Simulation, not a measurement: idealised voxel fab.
Presented below is a process module, voxel wiring stack.
255 nm wide, 5 nm square cells: that's cross-section cut.
Just so we're on the same page, the cross-sections are grids of square cells, and they're listed out in bands top to bottom, each band one or more rows deep. It is stipulated that each band's entry specify, in nanometres, the height of the top of the band and then that of its bottom, followed by the materials of the band in left-to-right sequence, each together with its width in nanometres. A single material marked by the word "everywhere" is understood to fill the band from edge to edge; the word "empty" is understood to denote empty space. We count height from 0. Below that, the starting wafer is all one material. The lowest band never ends at the bottom but goes on down; see "0 nm and below" for how that is written. Top row gets the first number, bottom row gets the second, and each row in between changes by the same step: that is how a band width like "30 to 40" works. Reading "no modifications" for a step: not a cell of the cross-section changed in it. In the "Sealed internal voids" entry, you get each enclosed empty space of 8 cells or more, one with no open way to the top, written width x height at distance, distance from the left edge, in nm. On each step's line, the part that comes after the settings is the simulator's own comment on the step. overlay nm: where the mask lay relative to plan, measured to the right, on steps with a mask; negatives go left.
**Here's what the planned process steps look like**
- 1: RECEIVE with material Si
- 2: CONFORMAL_DEP with material SiO2, thk nm 15
- 3: CONFORMAL_DEP with material SiCN, thk nm 5
- 4: DIRECTIONAL_DEP with material lowk, thk nm 15
- 5: DIRECTIONAL_DEP with material aC, thk nm 15
- 6: PATTERN with tone open, mask id METAL_1, material resist, width nm 25, pitch nm 50, thk nm 30, overlay nm 0
- 7: DIRECTIONAL_ETCH with etch materials aC, depth nm 15
- 8: STRIP with etch materials resist
- 9: DIRECTIONAL_ETCH with etch materials lowk, depth nm 15
- 10: DIRECTIONAL_ETCH with etch materials SiCN, depth nm 5
- 11: STRIP with etch materials aC
- 12: CONFORMAL_DEP with material TiN, thk nm 5
- 13: FILL_DEP with material Cu, thk nm 5
- 14: CMP with height nm 35
- 15: CONFORMAL_DEP with material SiCN, thk nm 5
- 16: DIRECTIONAL_DEP with material lowk, thk nm 15
- 17: DIRECTIONAL_DEP with material aC, thk nm 15
- 18: PATTERN with tone open, mask id PLUG_1, material resist, width nm 15, pitch nm 50, thk nm 35, overlay nm 0
- 19: DIRECTIONAL_ETCH with etch materials aC, depth nm 15
- 20: STRIP with etch materials resist
- 21: DIRECTIONAL_ETCH with etch materials lowk, depth nm 15
- 22: DIRECTIONAL_ETCH with etch materials SiCN, depth nm 5
- 23: STRIP with etch materials aC
- 24: EPI with material Ru, thk nm 10
- 25: EPI with material Ru, thk nm 10
- 26: CONFORMAL_DEP with material SiN, thk nm 5
- 27: DIRECTIONAL_DEP with material lowk, thk nm 15
- 28: MASKED_ETCH with tone open, mask id METAL_2, width nm 25, pitch nm 50, etch materials lowk, depth nm 15, overlay nm 0
- 29: MASKED_ETCH with tone open, mask id METAL_2, width nm 25, pitch nm 50, etch materials SiN, depth nm 5, overlay nm 0
- 30: CONFORMAL_DEP with material TiN, thk nm 5
- 31: FILL_DEP with material W, thk nm 5
- 32: CMP with height nm 75
- 33: CONFORMAL_DEP with material SiCN, thk nm 5
- 34: DIRECTIONAL_DEP with material SiO2, thk nm 15
- 35: PATTERN with tone open, mask id PLUG_2, material resist, width nm 15, pitch nm 50, thk nm 15, overlay nm 0
- 36: DIRECTIONAL_ETCH with etch materials SiO2, depth nm 15
- 37: DIRECTIONAL_ETCH with etch materials SiCN, depth nm 5
- 38: STRIP with etch materials resist
- 39: EPI with material Ru, thk nm 10
- 40: EPI with material Ru, thk nm 10
- 41: DIRECTIONAL_DEP with material TiN, thk nm 5
- 42: DIRECTIONAL_DEP with material W, thk nm 15
- 43: DIRECTIONAL_DEP with material aC, thk nm 10
- 44: PATTERN with tone cover, mask id METAL_3, material resist, width nm 25, pitch nm 50, thk nm 25, overlay nm 0
- 45: DIRECTIONAL_ETCH with etch materials aC, depth nm 10
- 46: STRIP with etch materials resist
- 47: DIRECTIONAL_ETCH with etch materials W, depth nm 15
- 48: DIRECTIONAL_ETCH with etch materials TiN, depth nm 5
- 49: STRIP with etch materials aC
- 50: CONFORMAL_DEP with material SiCN, thk nm 5
- 51: FILL_DEP with material SiO2, thk nm 10
- 52: CMP with height nm 115
- 53: CONFORMAL_DEP with material SiCN, thk nm 5
**Wafer at receipt (post step 1), cross-section**
  0 nm and below  Si everywhere
  Sealed internal voids: none
**First of two wafers, end-of-module section, run followed plan**
  120 nm to 115 nm  SiCN everywhere
  115 nm to 100 nm  SiO2 (85) / SiCN (5) / W (25) / SiCN (5) / SiO2 (15) / SiCN (5) / W (25) / SiCN (5) / SiO2 (85)
  100 nm to 95 nm  SiCN (90) / TiN (25) / SiCN (25) / TiN (25) / SiCN (90)
  95 nm to 80 nm  SiO2 (90) / Ru (15) / SiO2 (35) / Ru (15) / SiO2 (100)
  80 nm to 75 nm  SiCN (90) / Ru (15) / SiCN (35) / Ru (15) / SiCN (100)
  75 nm to 60 nm  lowk (90) / TiN (5) / W (15) / TiN (5) / lowk (25) / TiN (5) / W (15) / TiN (5) / lowk (90)
  60 nm to 55 nm  SiN (90) / TiN (25) / SiN (25) / TiN (25) / SiN (90)
  55 nm to 40 nm  lowk (90) / Ru (15) / lowk (35) / Ru (15) / lowk (100)
  40 nm to 35 nm  SiCN (90) / Ru (15) / SiCN (35) / Ru (15) / SiCN (100)
  35 nm to 20 nm  lowk (90) / TiN (5) / Cu (15) / TiN (5) / lowk (25) / TiN (5) / Cu (15) / TiN (5) / lowk (90)
  20 nm to 15 nm  SiCN (90) / TiN (25) / SiCN (25) / TiN (25) / SiCN (90)
  15 nm to 0 nm  SiO2 everywhere
  0 nm and below  Si everywhere
  Sealed internal voids: none
**Cross-sectional image of the second wafer of the two following completion of the module. Starting state and process plan were the same as for the first wafer; one execution error occurred**
  120 nm to 115 nm  SiCN everywhere
  115 nm to 100 nm  SiO2 (85) / SiCN (5) / W (25) / SiCN (5) / SiO2 (15) / SiCN (5) / W (25) / SiCN (5) / SiO2 (85)
  100 nm to 95 nm  SiCN (90) / TiN (25) / SiCN (25) / TiN (25) / SiCN (90)
  95 nm to 80 nm  SiO2 (90) / Ru (15) / SiO2 (35) / Ru (15) / SiO2 (100)
  80 nm to 75 nm  SiCN (90) / Ru (15) / SiCN (35) / Ru (15) / SiCN (100)
  75 nm to 60 nm  lowk (90) / TiN (5) / W (15) / TiN (5) / lowk (25) / TiN (5) / W (15) / TiN (5) / lowk (90)
  60 nm to 55 nm  SiN (90) / TiN (25) / SiN (25) / TiN (25) / SiN (90)
  55 nm to 40 nm  lowk (100) / Ru (15) / lowk (35) / Ru (15) / lowk (90)
  40 nm to 35 nm  SiCN (100) / Ru (15) / SiCN (35) / Ru (15) / SiCN (90)
  35 nm to 20 nm  lowk (90) / TiN (5) / Cu (15) / TiN (5) / lowk (25) / TiN (5) / Cu (15) / TiN (5) / lowk (90)
  20 nm to 15 nm  SiCN (90) / TiN (25) / SiCN (25) / TiN (25) / SiCN (90)
  15 nm to 0 nm  SiO2 everywhere
  0 nm and below  Si everywhere
  Sealed internal voids: none
Heads up, the wafer didn't run the way we planned it: planned and actual differ for step 18; actual: PATTERN with tone open, mask id PLUG_1, material resist, width nm 15, pitch nm 50, thk nm 35, overlay nm 10
Final state: per-material cell counts identical on both wafers; locations differ.
